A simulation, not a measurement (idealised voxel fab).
Proc. module: voxel ribs on slabs
cross-section cut | 165 nm wide | cells 5 nm
A cross-section is written here as square cells arranged in a grid, and it is given in bands from the top down, each band taking up one or more rows of cells. Heights first: top, then bottom, in nm. Then materials, left to right, each with a width in nm. "everywhere" on a single material: fills the band edge to edge. "empty": empty space. Height reference: 0 = level under which incoming wafer is all one material. Lowest band: no bottom, runs on downward, e.g. "z 0 and below". Graded width ("30->40"): value in top row of band = first number; value in bottom row = second number; row-to-row change constant. "same as before" -> step changed no cross-section cell. The label "Sealed internal voids" introduces a list of the empty spaces, 8 cells or larger, that have no open way up to the top; each entry in it reads width x height at distance, where the distance is taken from the left edge and all three are stated in nm. Step line, after settings: the simulator's comment on this step. On any step carrying a mask, the "overlay nm" setting, if present on the step's line, tells how far right of its planned place the mask lay; negative values point to the left.

Process steps foreseen in the plan:
1: RECEIVE with material Si
2: DIRECTIONAL_DEP with material SiO2, thk nm 20
3: DIRECTIONAL_DEP with material SiN, thk nm 20
4: PATTERN with tone cover, mask id RIB, material resist, width nm 30, thk nm 15, overlay nm 0
5: DIRECTIONAL_ETCH with etch materials SiN, depth nm 5
6: STRIP with etch materials resist
7: PATTERN with tone cover, mask id SLAB, material resist, width nm 70, thk nm 20, overlay nm 0
8: DIRECTIONAL_ETCH with etch materials SiN, depth nm 15
9: STRIP with etch materials resist
10: FILL_DEP with material SiO2, thk nm 25
11: CMP with height nm 60
12: DIRECTIONAL_DEP with material W, thk nm 5
13: PATTERN with tone cover, mask id HEATER, material resist, width nm 30, thk nm 15, overlay nm 0
14: DIRECTIONAL_ETCH with etch materials W, depth nm 5
15: STRIP with etch materials resist
16: CONFORMAL_DEP with material SiN, thk nm 5
The plan's step 13 width nm is the first wafer's value; the wafers differ in this setting and start identical.

This is how the first of several wafers looked in cross-section when it arrived, which is after step 1:
	z 0 and below  Si everywhere
	Sealed internal voids: none

Each wafer at the end: cells of each material gained (+) or lost (-) since it was received, then its closed voids:
width nm 30, +83 SiN, +348 SiO2, +6 W, Sealed internal voids: none
width nm 35, +83 SiN, +348 SiO2, +7 W, Sealed internal voids: none
width nm 40, +83 SiN, +348 SiO2, +8 W, Sealed internal voids: none
width nm 45, +83 SiN, +348 SiO2, +9 W, Sealed internal voids: none
width nm 50, +83 SiN, +348 SiO2, +10 W, Sealed internal voids: none
width nm 55, +83 SiN, +348 SiO2, +11 W, Sealed internal voids: none
